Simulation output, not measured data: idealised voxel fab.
process module | voxel capacitor over wiring
cross-section cut | 210 nm wide | cells 5 nm
A cross-section is a grid of square cells, given in bands from the top down. A band is one or more rows of cells.
Each band's line starts with the height of the band's top and of its bottom, in nm. Then come its materials from left to right, each with its width in nm. One material with "throughout" fills the band from edge to edge. "air" is empty space.
Height 0 is the level under which the wafer as received is all one material. The lowest band goes on downwards, as in "0 down".
A width such as "30 to 40" changes by the same amount from each row of cells to the next, from the band's top row to its bottom row.
"no change" after a step means that no cell of the cross-section changed.
closed voids: empty space of 8 cells or more with no open way to the top, each as width x height at its distance from the left edge, in nm
after a step's settings: what the simulator itself notes on the step
overlay nm, on a step with a mask: how far to the right of its planned place the mask lay; to the left if negative
plan
1 op RECEIVE | material Si
2 op CONFORMAL_DEP | material SiO2 | thk nm 15
3 op CONFORMAL_DEP | material SiN | thk nm 5
4 op DIRECTIONAL_DEP | material SiO2 | thk nm 25
5 op PATTERN | tone open | mask id METAL_1 | material resist | width nm 30 | pitch nm 95 | thk nm 20 | overlay nm 0
6 op DIRECTIONAL_ETCH | etch materials SiO2 | depth nm 25
7 op DIRECTIONAL_ETCH | etch materials SiN | depth nm 5
8 op STRIP | etch materials resist
9 op CONFORMAL_DEP | material TiN | thk nm 5
10 op FILL_DEP | material Cu | thk nm 10
11 op CMP | height nm 45
12 op EPI | material Ru | thk nm 5
13 op FILL_DEP | material SiCN | thk nm 5
14 op DIRECTIONAL_DEP | material lowk | thk nm 15
15 op PATTERN | tone open | mask id PLUG_1 | material resist | width nm 15 | thk nm 15 | overlay nm 0
16 op DIRECTIONAL_ETCH | etch materials lowk | depth nm 15
17 op DIRECTIONAL_ETCH | etch materials SiCN | depth nm 5
18 op STRIP | etch materials resist
19 op CONFORMAL_DEP | material TiN | thk nm 5
20 op FILL_DEP | material Cu | thk nm 10
21 op CMP | height nm 70
22 op DIRECTIONAL_DEP | material TiN | thk nm 10
23 op DIRECTIONAL_DEP | material Al2O3 | thk nm 5
24 op DIRECTIONAL_DEP | material TiN | thk nm 10
25 op MASKED_ETCH | tone cover | mask id UPPER_PLATE | width nm 70 | etch materials TiN | depth nm 10 | overlay nm 0
26 op MASKED_ETCH | tone cover | mask id UPPER_PLATE | width nm 70 | etch materials Al2O3 | depth nm 5 | overlay nm 0
27 op DIRECTIONAL_DEP | material aC | thk nm 15
28 op PATTERN | tone cover | mask id LOWER_PLATE | material resist | width nm 80 | thk nm 30 | overlay nm 0
29 op DIRECTIONAL_ETCH | etch materials aC | depth nm 15
30 op STRIP | etch materials resist
31 op DIRECTIONAL_ETCH | etch materials TiN | depth nm 10
32 op STRIP | etch materials aC
33 op FILL_DEP | material SiO2 | thk nm 20
34 op CMP | height nm 110
35 op MASKED_ETCH | tone open | mask id PLUG_2 | width nm 15 | etch materials SiO2 | depth nm 15 | overlay nm 0
36 op CONFORMAL_DEP | material TiN | thk nm 5
37 op FILL_DEP | material Cu | thk nm 10
38 op CMP | height nm 110
39 op CONFORMAL_DEP | material SiCN | thk nm 5
first wafer, as planned
as received, after step 1
  0 down: Si throughout
  closed voids: none
after step 2
  15 to 0: SiO2 throughout
  below 0: unchanged
after step 3
  20 to 15: SiN throughout
  below 15: unchanged
after step 4
  45 to 20: SiO2 throughout
  below 20: unchanged
after step 5
  65 to 45: resist 40 | air 30 | resist 65 | air 30 | resist 45
  below 45: unchanged
after step 6
  65 to 45: resist 40 | air 30 | resist 65 | air 30 | resist 45
  45 to 20: SiO2 40 | air 30 | SiO2 65 | air 30 | SiO2 45
  below 20: unchanged
after step 7
  65 to 45: resist 40 | air 30 | resist 65 | air 30 | resist 45
  45 to 20: SiO2 40 | air 30 | SiO2 65 | air 30 | SiO2 45
  20 to 15: SiN 40 | air 30 | SiN 65 | air 30 | SiN 45
  below 15: unchanged
after step 8
  45 to 20: SiO2 40 | air 30 | SiO2 65 | air 30 | SiO2 45
  below 20: unchanged
after step 9
  50 to 45: TiN 45 | air 20 | TiN 75 | air 20 | TiN 50
  45 to 20: SiO2 40 | TiN 5 | air 20 | TiN 5 | SiO2 65 | TiN 5 | air 20 | TiN 5 | SiO2 45
  20 to 15: SiN 40 | TiN 30 | SiN 65 | TiN 30 | SiN 45
  below 15: unchanged
after step 10
  60 to 50: Cu throughout
  50 to 45: TiN 45 | Cu 20 | TiN 75 | Cu 20 | TiN 50
  45 to 20: SiO2 40 | TiN 5 | Cu 20 | TiN 5 | SiO2 65 | TiN 5 | Cu 20 | TiN 5 | SiO2 45
  below 20: unchanged
after step 11
  45 to 20: SiO2 40 | TiN 5 | Cu 20 | TiN 5 | SiO2 65 | TiN 5 | Cu 20 | TiN 5 | SiO2 45
  below 20: unchanged
after step 12
  50 to 45: air 35 | Ru 40 | air 55 | Ru 40 | air 40
  below 45: unchanged
after step 13
  55 to 50: SiCN throughout
  50 to 45: SiCN 35 | Ru 40 | SiCN 55 | Ru 40 | SiCN 40
  below 45: unchanged
after step 14
  70 to 55: lowk throughout
  below 55: unchanged
after step 15
  85 to 70: resist 55 | air 15 | resist 140
  below 70: unchanged
after step 16
  85 to 70: resist 55 | air 15 | resist 140
  70 to 55: lowk 55 | air 15 | lowk 140
  below 55: unchanged
after step 17
  85 to 70: resist 55 | air 15 | resist 140
  70 to 55: lowk 55 | air 15 | lowk 140
  55 to 50: SiCN 55 | air 15 | SiCN 140
  below 50: unchanged
after step 18
  70 to 55: lowk 55 | air 15 | lowk 140
  below 55: unchanged
after step 19
  75 to 70: TiN 60 | air 5 | TiN 145
  70 to 55: lowk 55 | TiN 5 | air 5 | TiN 5 | lowk 140
  55 to 50: SiCN 55 | TiN 15 | SiCN 140
  below 50: unchanged
after step 20
  85 to 75: Cu throughout
  75 to 70: TiN 60 | Cu 5 | TiN 145
  70 to 55: lowk 55 | TiN 5 | Cu 5 | TiN 5 | lowk 140
  below 55: unchanged
after step 21
  70 to 55: lowk 55 | TiN 5 | Cu 5 | TiN 5 | lowk 140
  below 55: unchanged
after step 22
  80 to 70: TiN throughout
  below 70: unchanged
after step 23
  85 to 80: Al2O3 throughout
  below 80: unchanged
after step 24
  95 to 85: TiN throughout
  below 85: unchanged
after step 25
  95 to 85: air 55 | TiN 70 | air 85
  below 85: unchanged
after step 26
  95 to 85: air 55 | TiN 70 | air 85
  85 to 80: air 55 | Al2O3 70 | air 85
  below 80: unchanged
after step 27
  110 to 95: air 55 | aC 70 | air 85
  95 to 85: aC 55 | TiN 70 | aC 85
  85 to 80: aC 55 | Al2O3 70 | aC 85
  below 80: unchanged
after step 28
  140 to 110: air 50 | resist 80 | air 80
  110 to 95: air 50 | resist 5 | aC 70 | resist 5 | air 80
  below 95: unchanged
after step 29
  125 to 110: air 50 | resist 80 | air 80
  110 to 95: air 50 | resist 5 | aC 70 | resist 5 | air 80
  95 to 85: air 50 | aC 5 | TiN 70 | aC 5 | air 80
  85 to 80: air 50 | aC 5 | Al2O3 70 | aC 5 | air 80
  below 80: unchanged
after step 30
  110 to 95: air 55 | aC 70 | air 85
  below 95: unchanged
after step 31
  110 to 95: air 55 | aC 70 | air 85
  95 to 85: air 50 | aC 5 | TiN 70 | aC 5 | air 80
  85 to 80: air 50 | aC 5 | Al2O3 70 | aC 5 | air 80
  80 to 70: air 50 | TiN 80 | air 80
  below 70: unchanged
after step 32
  95 to 85: air 55 | TiN 70 | air 85
  85 to 80: air 55 | Al2O3 70 | air 85
  below 80: unchanged
after step 33
  115 to 95: SiO2 throughout
  95 to 85: SiO2 55 | TiN 70 | SiO2 85
  85 to 80: SiO2 55 | Al2O3 70 | SiO2 85
  80 to 70: SiO2 50 | TiN 80 | SiO2 80
  below 70: unchanged
after step 34
  110 to 95: SiO2 throughout
  below 95: unchanged
after step 35
  110 to 95: SiO2 65 | air 15 | SiO2 130
  below 95: unchanged
after step 36
  115 to 110: TiN 70 | air 5 | TiN 135
  110 to 100: SiO2 65 | TiN 5 | air 5 | TiN 5 | SiO2 130
  100 to 95: SiO2 65 | TiN 15 | SiO2 130
  below 95: unchanged
after step 37
  125 to 115: Cu throughout
  115 to 110: TiN 70 | Cu 5 | TiN 135
  110 to 100: SiO2 65 | TiN 5 | Cu 5 | TiN 5 | SiO2 130
  below 100: unchanged
after step 38
  110 to 100: SiO2 65 | TiN 5 | Cu 5 | TiN 5 | SiO2 130
  below 100: unchanged
after step 39
  115 to 110: SiCN throughout
  below 110: unchanged
second wafer: like start, like plan, one mistake. Through step 27 it matches the first wafer
when step 28 should have ended
  140 to 110: air 60 | resist 80 | air 70
  110 to 95: air 55 | aC 70 | resist 15 | air 70
  below 95: unchanged
when step 29 should have ended
  125 to 110: air 60 | resist 80 | air 70
  110 to 95: air 60 | aC 65 | resist 15 | air 70
  95 to 85: air 55 | TiN 70 | aC 15 | air 70
  85 to 80: air 55 | Al2O3 70 | aC 15 | air 70
  below 80: unchanged
when step 30 should have ended
  110 to 95: air 60 | aC 65 | air 85
  below 95: unchanged
when step 31 should have ended
  110 to 95: air 60 | aC 65 | air 85
  95 to 85: air 60 | TiN 65 | aC 15 | air 70
  85 to 80: air 55 | Al2O3 70 | aC 15 | air 70
  80 to 70: air 55 | TiN 85 | air 70
  below 70: unchanged
when step 32 should have ended
  95 to 85: air 60 | TiN 65 | air 85
  85 to 80: air 55 | Al2O3 70 | air 85
  below 80: unchanged
when step 33 should have ended
  115 to 95: SiO2 throughout
  95 to 85: SiO2 60 | TiN 65 | SiO2 85
  85 to 80: SiO2 55 | Al2O3 70 | SiO2 85
  80 to 70: SiO2 55 | TiN 85 | SiO2 70
  below 70: unchanged
when step 34 should have ended
  110 to 95: SiO2 throughout
  below 95: unchanged
when step 35 should have ended
  110 to 95: SiO2 65 | air 15 | SiO2 130
  below 95: unchanged
when step 36 should have ended
  115 to 110: TiN 70 | air 5 | TiN 135
  110 to 100: SiO2 65 | TiN 5 | air 5 | TiN 5 | SiO2 130
  100 to 95: SiO2 65 | TiN 15 | SiO2 130
  below 95: unchanged
when step 37 should have ended
  125 to 115: Cu throughout
  115 to 110: TiN 70 | Cu 5 | TiN 135
  110 to 100: SiO2 65 | TiN 5 | Cu 5 | TiN 5 | SiO2 130
  below 100: unchanged
when step 38 should have ended
  110 to 100: SiO2 65 | TiN 5 | Cu 5 | TiN 5 | SiO2 130
  below 100: unchanged
when step 39 should have ended
  115 to 110: SiCN throughout
  below 110: unchanged
what went wrong: step 28 ran as: op PATTERN | tone cover | mask id LOWER_PLATE | material resist | width nm 80 | thk nm 30 | overlay nm 10
at the end the second wafer has, in cells: as many of each material as the first, in other places
